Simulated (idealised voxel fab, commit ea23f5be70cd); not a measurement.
Title: Process Module voxel lift off
The width of the displayed cross-section, cut, is 230 nm; its cells are square, with a size of 5 nm.
When this document writes out a cross-section, it uses a grid of square cells and lists it as bands, beginning at the top and moving down, with a band standing for one or more rows of cells. Look at the band entry: it leads with the top's height and the bottom's height in nm. Then it lists the materials left to right, with a width in nm for each. The word "everywhere" on a single material says that material fills the band edge to edge. The word "blank" is empty space. Height datum 0, below which the as-received substrate wafer is one material. Lowest band open at the bottom, running downward: "0 and below". With a width like "30 to 40", each row of cells in the band differs from the next by the same amount, the top row carrying the first number and the bottom row the second. Where a step carries "no change", the cross-section came out of it unchanged, cell for cell. "Enclosed empty spaces" - sealed voids, min. 8 cells, no opening to top; format: width x height at distance (distance from left edge; nm throughout). Step line, after settings: the simulator's comment on this step. The line of a step may include "overlay nm". On a step with a mask, this value is how far to the right of its planned place the mask lay. A negative value means the mask lay to the left.
**Planned process steps**
1) RECEIVE (material Si)
2) CONFORMAL_DEP (material SiN; thk nm 5)
3) PATTERN (tone open; mask id LINES; material resist; width nm 30; pitch nm 55; thk nm 15; overlay nm 0)
4) DIRECTIONAL_DEP (material Ru; thk nm 5)
5) STRIP (etch materials resist)
6) CONFORMAL_DEP (material SiO2; thk nm 10)
**This is the cross-section of the wafer as we received it, i.e. after step 1**
	0 and below | Si everywhere
	Enclosed empty spaces: none
**End-of-module XS, first of two wafers, run as planned**
	20 down to 15 | 35 nm blank  50 nm SiO2  5 nm blank  50 nm SiO2  5 nm blank  50 nm SiO2  35 nm blank
	15 down to 10 | SiO2 everywhere
	10 down to 5 | 45 nm SiO2  30 nm Ru  25 nm SiO2  30 nm Ru  25 nm SiO2  30 nm Ru  45 nm SiO2
	5 down to 0 | SiN everywhere
	0 and below | Si everywhere
	Enclosed empty spaces: none
**Cross-sectional view of the second of two wafers upon completion of the module. This wafer shared its starting condition and process plan with the first; one error was made during its execution**
	20 down to 15 | 35 nm blank  50 nm SiO2  5 nm blank  50 nm SiO2  5 nm blank  50 nm SiO2  35 nm blank
	15 down to 10 | SiO2 everywhere
	10 down to 5 | 45 nm SiO2  30 nm SiN  25 nm SiO2  30 nm SiN  25 nm SiO2  30 nm SiN  45 nm SiO2
	5 down to 0 | SiN everywhere
	0 and below | Si everywhere
	Enclosed empty spaces: none
Short version of what went wrong: step 4 changed vs plan, executed as DIRECTIONAL_DEP (material SiN; thk nm 5)
FYI, end of process, the second wafer has more or fewer cells of some materials than the first: Ru: 18 fewer | SiN: 18 more
